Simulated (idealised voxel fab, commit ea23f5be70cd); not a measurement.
process module | voxel wiring stack
cross-section cut | 160 nm wide | cells 5 nm
A cross-section is a grid of square cells, given in bands from the top down. A band is one or more rows of cells.
Each band's line starts with the height of the band's top and of its bottom, in nm. Then come its materials from left to right, each with its width in nm. One material with "throughout" fills the band from edge to edge. "air" is empty space.
Height 0 is the level under which the wafer as received is all one material. The lowest band goes on downwards, as in "0 down".
A width such as "30 to 40" changes by the same amount from each row of cells to the next, from the band's top row to its bottom row.
"no change" after a step means that no cell of the cross-section changed.
closed voids: empty space of 8 cells or more with no open way to the top, each as width x height at its distance from the left edge, in nm
after a step's settings: what the simulator itself notes on the step
overlay nm, on a step with a mask: how far to the right of its planned place the mask lay; to the left if negative
plan
1 op RECEIVE | material Si
2 op CONFORMAL_DEP | material SiO2 | thk nm 15
3 op CONFORMAL_DEP | material SiN | thk nm 5
4 op DIRECTIONAL_DEP | material SiO2 | thk nm 25
5 op PATTERN | tone open | mask id METAL_1 | material resist | width nm 25 | pitch nm 45 | thk nm 15 | overlay nm 0
6 op DIRECTIONAL_ETCH | etch materials SiO2 | depth nm 25
7 op DIRECTIONAL_ETCH | etch materials SiN | depth nm 5
8 op STRIP | etch materials resist
9 op CONFORMAL_DEP | material TiN | thk nm 5
10 op FILL_DEP | material Ru | thk nm 10
11 op CMP | height nm 45
12 op CONFORMAL_DEP | material SiCN | thk nm 5
13 op DIRECTIONAL_DEP | material SiO2 | thk nm 30
14 op MASKED_ETCH | tone open | mask id METAL_2 | width nm 25 | pitch nm 45 | etch materials SiO2 | depth nm 20 | overlay nm 0
15 op PATTERN | tone open | mask id METAL_2_HOLES | material resist | width nm 15 | thk nm 20 | overlay nm 0
16 op DIRECTIONAL_ETCH | etch materials SiO2 | depth nm 10
17 op DIRECTIONAL_ETCH | etch materials SiCN | depth nm 5
18 op STRIP | etch materials resist
19 op CONFORMAL_DEP | material TiN | thk nm 5
20 op FILL_DEP | material Cu | thk nm 10
21 op CMP | height nm 80
22 op CONFORMAL_DEP | material SiCN | thk nm 5
23 op DIRECTIONAL_DEP | material lowk | thk nm 10
24 op MASKED_ETCH | tone open | mask id PLUG_2 | width nm 15 | etch materials lowk | depth nm 10 | overlay nm 0
25 op MASKED_ETCH | tone open | mask id PLUG_2 | width nm 15 | etch materials SiCN | depth nm 5 | overlay nm 0
26 op CONFORMAL_DEP | material TiN | thk nm 5
27 op FILL_DEP | material Cu | thk nm 5
28 op CMP | height nm 95
29 op CONFORMAL_DEP | material SiCN | thk nm 5
30 op DIRECTIONAL_DEP | material SiO2 | thk nm 20
31 op MASKED_ETCH | tone open | mask id METAL_3 | width nm 25 | pitch nm 45 | etch materials SiO2 | depth nm 20 | overlay nm 0
32 op MASKED_ETCH | tone open | mask id METAL_3 | width nm 25 | pitch nm 45 | etch materials SiCN | depth nm 5 | overlay nm 0
33 op CONFORMAL_DEP | material TiN | thk nm 5
34 op FILL_DEP | material Cu | thk nm 5
35 op CMP | height nm 120
36 op CONFORMAL_DEP | material SiCN | thk nm 5
first wafer, as planned
as received, after step 1
  0 down: Si throughout
  closed voids: none
after step 2
  15 to 0: SiO2 throughout
  below 0: unchanged
after step 3
  20 to 15: SiN throughout
  below 15: unchanged
after step 4
  45 to 20: SiO2 throughout
  below 20: unchanged
after step 5
  60 to 45: resist 45 | air 25 | resist 20 | air 25 | resist 45
  below 45: unchanged
after step 6
  60 to 45: resist 45 | air 25 | resist 20 | air 25 | resist 45
  45 to 20: SiO2 45 | air 25 | SiO2 20 | air 25 | SiO2 45
  below 20: unchanged
after step 7
  60 to 45: resist 45 | air 25 | resist 20 | air 25 | resist 45
  45 to 20: SiO2 45 | air 25 | SiO2 20 | air 25 | SiO2 45
  20 to 15: SiN 45 | air 25 | SiN 20 | air 25 | SiN 45
  below 15: unchanged
after step 8
  45 to 20: SiO2 45 | air 25 | SiO2 20 | air 25 | SiO2 45
  below 20: unchanged
after step 9
  50 to 45: TiN 50 | air 15 | TiN 30 | air 15 | TiN 50
  45 to 20: SiO2 45 | TiN 5 | air 15 | TiN 5 | SiO2 20 | TiN 5 | air 15 | TiN 5 | SiO2 45
  20 to 15: SiN 45 | TiN 25 | SiN 20 | TiN 25 | SiN 45
  below 15: unchanged
after step 10
  60 to 50: Ru throughout
  50 to 45: TiN 50 | Ru 15 | TiN 30 | Ru 15 | TiN 50
  45 to 20: SiO2 45 | TiN 5 | Ru 15 | TiN 5 | SiO2 20 | TiN 5 | Ru 15 | TiN 5 | SiO2 45
  below 20: unchanged
after step 11
  45 to 20: SiO2 45 | TiN 5 | Ru 15 | TiN 5 | SiO2 20 | TiN 5 | Ru 15 | TiN 5 | SiO2 45
  below 20: unchanged
after step 12
  50 to 45: SiCN throughout
  below 45: unchanged
after step 13
  80 to 50: SiO2 throughout
  below 50: unchanged
after step 14
  80 to 60: SiO2 45 | air 25 | SiO2 20 | air 25 | SiO2 45
  below 60: unchanged
after step 15
  100 to 80: resist 45 | air 15 | resist 100
  80 to 60: SiO2 45 | air 15 | resist 10 | SiO2 20 | resist 25 | SiO2 45
  below 60: unchanged
after step 16
  100 to 80: resist 45 | air 15 | resist 100
  80 to 60: SiO2 45 | air 15 | resist 10 | SiO2 20 | resist 25 | SiO2 45
  60 to 50: SiO2 45 | air 15 | SiO2 100
  below 50: unchanged
after step 17
  100 to 80: resist 45 | air 15 | resist 100
  80 to 60: SiO2 45 | air 15 | resist 10 | SiO2 20 | resist 25 | SiO2 45
  60 to 50: SiO2 45 | air 15 | SiO2 100
  50 to 45: SiCN 45 | air 15 | SiCN 100
  below 45: unchanged
after step 18
  80 to 60: SiO2 45 | air 25 | SiO2 20 | air 25 | SiO2 45
  below 60: unchanged
after step 19
  85 to 80: TiN 50 | air 15 | TiN 30 | air 15 | TiN 50
  80 to 65: SiO2 45 | TiN 5 | air 15 | TiN 5 | SiO2 20 | TiN 5 | air 15 | TiN 5 | SiO2 45
  65 to 60: SiO2 45 | TiN 5 | air 5 | TiN 15 | SiO2 20 | TiN 25 | SiO2 45
  60 to 50: SiO2 45 | TiN 5 | air 5 | TiN 5 | SiO2 100
  50 to 45: SiCN 45 | TiN 15 | SiCN 100
  below 45: unchanged
after step 20
  95 to 85: Cu throughout
  85 to 80: TiN 50 | Cu 15 | TiN 30 | Cu 15 | TiN 50
  80 to 65: SiO2 45 | TiN 5 | Cu 15 | TiN 5 | SiO2 20 | TiN 5 | Cu 15 | TiN 5 | SiO2 45
  65 to 60: SiO2 45 | TiN 5 | Cu 5 | TiN 15 | SiO2 20 | TiN 25 | SiO2 45
  60 to 50: SiO2 45 | TiN 5 | Cu 5 | TiN 5 | SiO2 100
  below 50: unchanged
after step 21
  80 to 65: SiO2 45 | TiN 5 | Cu 15 | TiN 5 | SiO2 20 | TiN 5 | Cu 15 | TiN 5 | SiO2 45
  below 65: unchanged
after step 22
  85 to 80: SiCN throughout
  below 80: unchanged
after step 23
  95 to 85: lowk throughout
  below 85: unchanged
after step 24
  95 to 85: lowk 45 | air 15 | lowk 100
  below 85: unchanged
after step 25
  95 to 85: lowk 45 | air 15 | lowk 100
  85 to 80: SiCN 45 | air 15 | SiCN 100
  below 80: unchanged
after step 26
  100 to 95: TiN 50 | air 5 | TiN 105
  95 to 85: lowk 45 | TiN 5 | air 5 | TiN 5 | lowk 100
  85 to 80: SiCN 45 | TiN 15 | SiCN 100
  below 80: unchanged
after step 27
  105 to 100: Cu throughout
  100 to 95: TiN 50 | Cu 5 | TiN 105
  95 to 85: lowk 45 | TiN 5 | Cu 5 | TiN 5 | lowk 100
  below 85: unchanged
after step 28
  95 to 85: lowk 45 | TiN 5 | Cu 5 | TiN 5 | lowk 100
  below 85: unchanged
after step 29
  100 to 95: SiCN throughout
  below 95: unchanged
after step 30
  120 to 100: SiO2 throughout
  below 100: unchanged
after step 31
  120 to 100: SiO2 45 | air 25 | SiO2 20 | air 25 | SiO2 45
  below 100: unchanged
after step 32
  120 to 100: SiO2 45 | air 25 | SiO2 20 | air 25 | SiO2 45
  100 to 95: SiCN 45 | air 25 | SiCN 20 | air 25 | SiCN 45
  below 95: unchanged
after step 33
  125 to 120: TiN 50 | air 15 | TiN 30 | air 15 | TiN 50
  120 to 100: SiO2 45 | TiN 5 | air 15 | TiN 5 | SiO2 20 | TiN 5 | air 15 | TiN 5 | SiO2 45
  100 to 95: SiCN 45 | TiN 25 | SiCN 20 | TiN 25 | SiCN 45
  below 95: unchanged
after step 34
  130 to 125: Cu throughout
  125 to 120: TiN 50 | Cu 15 | TiN 30 | Cu 15 | TiN 50
  120 to 100: SiO2 45 | TiN 5 | Cu 15 | TiN 5 | SiO2 20 | TiN 5 | Cu 15 | TiN 5 | SiO2 45
  below 100: unchanged
after step 35
  120 to 100: SiO2 45 | TiN 5 | Cu 15 | TiN 5 | SiO2 20 | TiN 5 | Cu 15 | TiN 5 | SiO2 45
  below 100: unchanged
after step 36
  125 to 120: SiCN throughout
  below 120: unchanged
second wafer: like start, like plan, one mistake. Through step 1 it matches the first wafer
when step 2 should have ended
  20 to 0: SiO2 throughout
  below 0: unchanged
when step 3 should have ended
  25 to 20: SiN throughout
  below 20: unchanged
when step 4 should have ended
  50 to 25: SiO2 throughout
  below 25: unchanged
when step 5 should have ended
  65 to 50: resist 45 | air 25 | resist 20 | air 25 | resist 45
  below 50: unchanged
when step 6 should have ended
  65 to 50: resist 45 | air 25 | resist 20 | air 25 | resist 45
  50 to 25: SiO2 45 | air 25 | SiO2 20 | air 25 | SiO2 45
  below 25: unchanged
when step 7 should have ended
  65 to 50: resist 45 | air 25 | resist 20 | air 25 | resist 45
  50 to 25: SiO2 45 | air 25 | SiO2 20 | air 25 | SiO2 45
  25 to 20: SiN 45 | air 25 | SiN 20 | air 25 | SiN 45
  below 20: unchanged
when step 8 should have ended
  50 to 25: SiO2 45 | air 25 | SiO2 20 | air 25 | SiO2 45
  below 25: unchanged
when step 9 should have ended
  55 to 50: TiN 50 | air 15 | TiN 30 | air 15 | TiN 50
  50 to 25: SiO2 45 | TiN 5 | air 15 | TiN 5 | SiO2 20 | TiN 5 | air 15 | TiN 5 | SiO2 45
  25 to 20: SiN 45 | TiN 25 | SiN 20 | TiN 25 | SiN 45
  below 20: unchanged
when step 10 should have ended
  65 to 55: Ru throughout
  55 to 50: TiN 50 | Ru 15 | TiN 30 | Ru 15 | TiN 50
  50 to 25: SiO2 45 | TiN 5 | Ru 15 | TiN 5 | SiO2 20 | TiN 5 | Ru 15 | TiN 5 | SiO2 45
  below 25: unchanged
when step 11 should have ended
  45 to 25: SiO2 45 | TiN 5 | Ru 15 | TiN 5 | SiO2 20 | TiN 5 | Ru 15 | TiN 5 | SiO2 45
  below 25: unchanged
when step 12 should have ended
  50 to 45: SiCN throughout
  below 45: unchanged
when step 13 should have ended
  80 to 50: SiO2 throughout
  below 50: unchanged
when step 14 should have ended
  80 to 60: SiO2 45 | air 25 | SiO2 20 | air 25 | SiO2 45
  below 60: unchanged
when step 15 should have ended
  100 to 80: resist 45 | air 15 | resist 100
  80 to 60: SiO2 45 | air 15 | resist 10 | SiO2 20 | resist 25 | SiO2 45
  below 60: unchanged
when step 16 should have ended
  100 to 80: resist 45 | air 15 | resist 100
  80 to 60: SiO2 45 | air 15 | resist 10 | SiO2 20 | resist 25 | SiO2 45
  60 to 50: SiO2 45 | air 15 | SiO2 100
  below 50: unchanged
when step 17 should have ended
  100 to 80: resist 45 | air 15 | resist 100
  80 to 60: SiO2 45 | air 15 | resist 10 | SiO2 20 | resist 25 | SiO2 45
  60 to 50: SiO2 45 | air 15 | SiO2 100
  50 to 45: SiCN 45 | air 15 | SiCN 100
  below 45: unchanged
when step 18 should have ended
  80 to 60: SiO2 45 | air 25 | SiO2 20 | air 25 | SiO2 45
  below 60: unchanged
when step 19 should have ended
  85 to 80: TiN 50 | air 15 | TiN 30 | air 15 | TiN 50
  80 to 65: SiO2 45 | TiN 5 | air 15 | TiN 5 | SiO2 20 | TiN 5 | air 15 | TiN 5 | SiO2 45
  65 to 60: SiO2 45 | TiN 5 | air 5 | TiN 15 | SiO2 20 | TiN 25 | SiO2 45
  60 to 50: SiO2 45 | TiN 5 | air 5 | TiN 5 | SiO2 100
  50 to 45: SiCN 45 | TiN 15 | SiCN 100
  below 45: unchanged
when step 20 should have ended
  95 to 85: Cu throughout
  85 to 80: TiN 50 | Cu 15 | TiN 30 | Cu 15 | TiN 50
  80 to 65: SiO2 45 | TiN 5 | Cu 15 | TiN 5 | SiO2 20 | TiN 5 | Cu 15 | TiN 5 | SiO2 45
  65 to 60: SiO2 45 | TiN 5 | Cu 5 | TiN 15 | SiO2 20 | TiN 25 | SiO2 45
  60 to 50: SiO2 45 | TiN 5 | Cu 5 | TiN 5 | SiO2 100
  below 50: unchanged
when step 21 should have ended
  80 to 65: SiO2 45 | TiN 5 | Cu 15 | TiN 5 | SiO2 20 | TiN 5 | Cu 15 | TiN 5 | SiO2 45
  below 65: unchanged
when step 22 should have ended
  85 to 80: SiCN throughout
  below 80: unchanged
when step 23 should have ended
  95 to 85: lowk throughout
  below 85: unchanged
when step 24 should have ended
  95 to 85: lowk 45 | air 15 | lowk 100
  below 85: unchanged
when step 25 should have ended
  95 to 85: lowk 45 | air 15 | lowk 100
  85 to 80: SiCN 45 | air 15 | SiCN 100
  below 80: unchanged
when step 26 should have ended
  100 to 95: TiN 50 | air 5 | TiN 105
  95 to 85: lowk 45 | TiN 5 | air 5 | TiN 5 | lowk 100
  85 to 80: SiCN 45 | TiN 15 | SiCN 100
  below 80: unchanged
when step 27 should have ended
  105 to 100: Cu throughout
  100 to 95: TiN 50 | Cu 5 | TiN 105
  95 to 85: lowk 45 | TiN 5 | Cu 5 | TiN 5 | lowk 100
  below 85: unchanged
when step 28 should have ended
  95 to 85: lowk 45 | TiN 5 | Cu 5 | TiN 5 | lowk 100
  below 85: unchanged
when step 29 should have ended
  100 to 95: SiCN throughout
  below 95: unchanged
when step 30 should have ended
  120 to 100: SiO2 throughout
  below 100: unchanged
when step 31 should have ended
  120 to 100: SiO2 45 | air 25 | SiO2 20 | air 25 | SiO2 45
  below 100: unchanged
when step 32 should have ended
  120 to 100: SiO2 45 | air 25 | SiO2 20 | air 25 | SiO2 45
  100 to 95: SiCN 45 | air 25 | SiCN 20 | air 25 | SiCN 45
  below 95: unchanged
when step 33 should have ended
  125 to 120: TiN 50 | air 15 | TiN 30 | air 15 | TiN 50
  120 to 100: SiO2 45 | TiN 5 | air 15 | TiN 5 | SiO2 20 | TiN 5 | air 15 | TiN 5 | SiO2 45
  100 to 95: SiCN 45 | TiN 25 | SiCN 20 | TiN 25 | SiCN 45
  below 95: unchanged
when step 34 should have ended
  130 to 125: Cu throughout
  125 to 120: TiN 50 | Cu 15 | TiN 30 | Cu 15 | TiN 50
  120 to 100: SiO2 45 | TiN 5 | Cu 15 | TiN 5 | SiO2 20 | TiN 5 | Cu 15 | TiN 5 | SiO2 45
  below 100: unchanged
when step 35 should have ended
  120 to 100: SiO2 45 | TiN 5 | Cu 15 | TiN 5 | SiO2 20 | TiN 5 | Cu 15 | TiN 5 | SiO2 45
  below 100: unchanged
when step 36 should have ended
  125 to 120: SiCN throughout
  below 120: unchanged
what went wrong: step 2 ran as: op CONFORMAL_DEP | material SiO2 | thk nm 20
at the end the second wafer has, in cells: 6 fewer of Ru | 10 more of SiO2 | 4 fewer of TiN
